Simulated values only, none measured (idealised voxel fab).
A process module follows: voxel self aligned contacts.
The width of the displayed cross-section, cut, is 250 nm; its cells are square, with a size of 5 nm.
In this document a cross-section is written as a grid of square cells. It is given as a series of bands, listed from the top down, and a band is one or more rows of cells.
Top, bottom (nm), then materials left to right with widths (nm); lone material tagged "throughout" fills the whole band edge to edge; "blank" = empty space.
Zero point of the height axis is 0; under it, received wafer = one material. Lowest band: continues down indefinitely, "0..down".
A width given as "30..40" starts at the first number in the band's top row and ends at the second number in its bottom row, shifting by an equal amount at every step from row to row.
Key: "nothing altered" - step with no changed cell in the cross-section.
Voids not open to the top, 8 cells minimum: see "Closed internal cavities". Written width x height at distance; distance is from the left edge; nm.
Step line, after settings: the simulator's comment on this step.
What "overlay nm" on a step's line means: if the step has a mask, that mask lay this far to the right of its planned place, or, when the value is negative, to the left.
Listed below are the process steps as planned:
- 1: RECEIVE: material Si
- 2: OXIDIZE: depth nm 5
- 3: DIRECTIONAL_DEP: material polySi, thk nm 30
- 4: DIRECTIONAL_DEP: material SiN, thk nm 20
- 5: PATTERN: tone cover, mask id GATE, material resist, width nm 25, pitch nm 60, thk nm 15, overlay nm 0
- 6: DIRECTIONAL_ETCH: etch materials SiN, depth nm 20
- 7: DIRECTIONAL_ETCH: etch materials polySi, depth nm 30
- 8: STRIP: etch materials resist
- 9: CONFORMAL_DEP: material SiN, thk nm 10
- 10: DIRECTIONAL_ETCH: etch materials SiN, depth nm 10
- 11: FILL_DEP: material SiO2, thk nm 10
- 12: CMP: height nm 55
- 13: DIRECTIONAL_DEP: material aC, thk nm 15
- 14: PATTERN: tone open, mask id CONTACT, material resist, width nm 45, thk nm 35, overlay nm 0
- 15: DIRECTIONAL_ETCH: etch materials aC, depth nm 15
- 16: STRIP: etch materials resist
- 17: DIRECTIONAL_ETCH: etch materials SiO2, depth nm 60
- 18: STRIP: etch materials aC
- 19: CONFORMAL_DEP: material TiN, thk nm 5
- 20: FILL_DEP: material W, thk nm 10
- 21: CMP: height nm 55
- 22: CONFORMAL_DEP: material SiCN, thk nm 5
Cross-section, incoming material, after step 1:
- 0..down: Si throughout
- Closed internal cavities: none
Wafer cross-section at module end: first of two, run to plan:
- 60..55: SiCN throughout
- 55..50: 100 nm SiO2, 20 nm TiN, 5 nm W, 20 nm TiN, 105 nm SiO2
- 50..30: 70 nm SiO2, 45 nm SiN, 5 nm TiN, 5 nm W, 5 nm TiN, 45 nm SiN, 75 nm SiO2
- 30..0: 70 nm SiO2, 10 nm SiN, 25 nm polySi, 10 nm SiN, 5 nm TiN, 5 nm W, 5 nm TiN, 10 nm SiN, 25 nm polySi, 10 nm SiN, 75 nm SiO2
- 0..-5: 115 nm SiO2, 15 nm TiN, 120 nm SiO2
- -5..down: Si throughout
- Closed internal cavities: none
Cross-section of the latter of the two wafers at module completion. It had an identical start and an identical plan to the former; in running it, one mistake was made:
- 75..70: SiCN throughout
- 70..60: W throughout
- 60..55: 105 nm TiN, 35 nm W, 110 nm TiN
- 55..50: 100 nm SiO2, 20 nm TiN, 5 nm W, 20 nm TiN, 105 nm SiO2
- 50..30: 70 nm SiO2, 45 nm SiN, 5 nm TiN, 5 nm W, 5 nm TiN, 45 nm SiN, 75 nm SiO2
- 30..0: 70 nm SiO2, 10 nm SiN, 25 nm polySi, 10 nm SiN, 5 nm TiN, 5 nm W, 5 nm TiN, 10 nm SiN, 25 nm polySi, 10 nm SiN, 75 nm SiO2
- 0..-5: 115 nm SiO2, 15 nm TiN, 120 nm SiO2
- -5..down: Si throughout
- Closed internal cavities: none
Which mistake was made when the wafer was run? step 21 was dropped from the plan's execution and never run
at the end the second wafer has, in cells: +43 TiN, +107 W
